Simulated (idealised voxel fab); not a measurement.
process module | voxel wiring stack
cross-section cut | 195 nm wide | cells 5 nm
A cross-section is a grid of square cells, given in bands from the top down. A band is one or more rows of cells.
Each band's line starts with the height of the band's top and of its bottom, in nm. Then come its materials from left to right, each with its width in nm. One material with "throughout" fills the band from edge to edge. "air" is empty space.
Height 0 is the level under which the wafer as received is all one material. The lowest band goes on downwards, as in "0 down".
A width such as "30 to 40" changes by the same amount from each row of cells to the next, from the band's top row to its bottom row.
"no change" after a step means that no cell of the cross-section changed.
closed voids: empty space of 8 cells or more with no open way to the top, each as width x height at its distance from the left edge, in nm
after a step's settings: what the simulator itself notes on the step
overlay nm, on a step with a mask: how far to the right of its planned place the mask lay; to the left if negative
plan
1 op RECEIVE | material Si
2 op CONFORMAL_DEP | material SiO2 | thk nm 15
3 op DIRECTIONAL_DEP | material TiN | thk nm 5
4 op DIRECTIONAL_DEP | material Ru | thk nm 15
5 op PATTERN | tone cover | mask id METAL_1 | material resist | width nm 30 | pitch nm 45 | thk nm 20 | overlay nm 0
6 op DIRECTIONAL_ETCH | etch materials Ru | depth nm 15
7 op DIRECTIONAL_ETCH | etch materials TiN | depth nm 5
8 op STRIP | etch materials resist
9 op CONFORMAL_DEP | material SiCN | thk nm 5
10 op FILL_DEP | material SiO2 | thk nm 5
11 op CMP | height nm 35
12 op CONFORMAL_DEP | material SiCN | thk nm 5
13 op DIRECTIONAL_DEP | material SiO2 | thk nm 20
14 op PATTERN | tone open | mask id PLUG_1 | material resist | width nm 15 | pitch nm 90 | thk nm 15 | overlay nm 0
15 op DIRECTIONAL_ETCH | etch materials SiO2 | depth nm 20
16 op DIRECTIONAL_ETCH | etch materials SiCN | depth nm 5
17 op STRIP | etch materials resist
18 op EPI | material Ru | thk nm 10
19 op EPI | material Ru | thk nm 10
20 op EPI | material Ru | thk nm 5
21 op DIRECTIONAL_DEP | material TiN | thk nm 5
22 op DIRECTIONAL_DEP | material Ru | thk nm 20
23 op MASKED_ETCH | tone cover | mask id METAL_2 | width nm 30 | pitch nm 45 | etch materials Ru | depth nm 20 | overlay nm 0
24 op MASKED_ETCH | tone cover | mask id METAL_2 | width nm 30 | pitch nm 45 | etch materials TiN | depth nm 5 | overlay nm 0
25 op FILL_DEP | material SiO2 | thk nm 10
26 op CMP | height nm 85
27 op CONFORMAL_DEP | material SiN | thk nm 5
as received, after step 1
  0 down: Si throughout
  closed voids: none
a wafer at the end: this start, this plan, one mistake
  90 to 85: SiN throughout
  85 to 65: SiO2 15 | Ru 30 | SiO2 15 | Ru 30 | SiO2 15 | Ru 30 | SiO2 15 | Ru 30 | SiO2 15
  65 to 60: SiO2 15 | TiN 30 | SiO2 15 | TiN 30 | SiO2 15 | TiN 30 | SiO2 15 | TiN 30 | SiO2 15
  60 to 40: SiO2 15 | Ru 15 | SiO2 75 | Ru 15 | SiO2 75
  40 to 35: SiCN 15 | Ru 15 | SiCN 75 | Ru 15 | SiCN 75
  35 to 30: SiO2 10 | SiCN 5 | Ru 30 | SiCN 5 | SiO2 5 | SiCN 5 | Ru 30 | SiCN 5 | SiO2 5 | SiCN 5 | Ru 30 | SiCN 5 | SiO2 5 | SiCN 5 | Ru 30 | SiCN 5 | SiO2 10
  30 to 25: SiCN 15 | TiN 30 | SiCN 15 | TiN 30 | SiCN 15 | TiN 30 | SiCN 15 | TiN 30 | SiCN 15
  25 to 15: TiN throughout
  15 to 0: SiO2 throughout
  0 down: Si throughout
  closed voids: none
what went wrong: step 3 ran as: op DIRECTIONAL_DEP | material TiN | thk nm 15
